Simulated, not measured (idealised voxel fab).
Presented below is a process module, voxel plated lines.
The cross-section shown here is cut; it is 180 nm wide and divided into square cells measuring 5 nm on a side.
Cross-section layout: square cells on a grid; listed as bands, top to bottom; a band spans one or more cell rows.
It is stipulated that each band's entry specify, in nanometres, the height of the top of the band and then that of its bottom, followed by the materials of the band in left-to-right sequence, each together with its width in nanometres. A single material marked by the word "all across" is understood to fill the band from edge to edge; the word "blank" is understood to denote empty space.
Height datum 0, below which the as-received substrate wafer is one material. Lowest band open at the bottom, running downward: "z 0 and below".
Width: "30..40" (first number = top row, second number = bottom row, same change from row to row of cells).
No cell of the cross-section changed in a step that is given as "no modification".
Each empty space that has no open way to the top and spans at least 8 cells appears under "Trapped void list" as width x height at distance, the distance counted from the left edge, all in nm.
It should be noted that, on the line of a given step, the content following the step's settings is a remark produced by the simulator itself with respect to that step.
overlay nm, on a step with a mask: how far to the right of its planned place the mask lay; to the left if negative
Process steps - plan:
- 1: RECEIVE | material Si
- 2: CONFORMAL_DEP | material Al2O3 | thk nm 5
- 3: DIRECTIONAL_DEP | material TiN | thk nm 5
- 4: PATTERN | tone open | mask id LINES | material resist | width nm 15 | pitch nm 35 | thk nm 40 | overlay nm 0
- 5: EPI | material Ru | thk nm 10
- 6: EPI | material Ru | thk nm 5
- 7: EPI | material Ru | thk nm 5
- 8: STRIP | etch materials resist
- 9: DIRECTIONAL_ETCH | etch materials TiN | depth nm 5
- 10: CONFORMAL_DEP | material SiCN | thk nm 10
Cross-section: wafer on arrival = after step 1:
    z 0 and below = Si all across
    Trapped void list: none
Cross-section taken at module completion on the first of two wafers; processed per the plan:
    z 40 to 30 = blank=55 | SiCN=70 | blank=55
    z 30 to 15 = blank=55 | SiCN=10 | Ru=15 | SiCN=20 | Ru=15 | SiCN=10 | blank=55
    z 15 to 10 = SiCN=65 | Ru=15 | SiCN=20 | Ru=15 | SiCN=65
    z 10 to 5 = SiCN=65 | TiN=15 | SiCN=20 | TiN=15 | SiCN=65
    z 5 to 0 = Al2O3 all across
    z 0 and below = Si all across
    Trapped void list: none
Cross-sectional view: second of two wafers, end of module; start and plan identical to the first, one mistake in running:
    z 40 to 30 = blank=55 | SiCN=70 | blank=55
    z 30 to 20 = SiCN=65 | Ru=15 | SiCN=20 | Ru=15 | SiCN=65
    z 20 to 10 = Ru all across
    z 10 to 5 = TiN all across
    z 5 to 0 = Al2O3 all across
    z 0 and below = Si all across
    Trapped void list: none
Run error: note: step 4 <-> step 5, run order reversed vs plan
The final cell counts differ between the wafers, with the second having more or fewer of some materials than the first: +60 Ru; -24 SiCN; +30 TiN
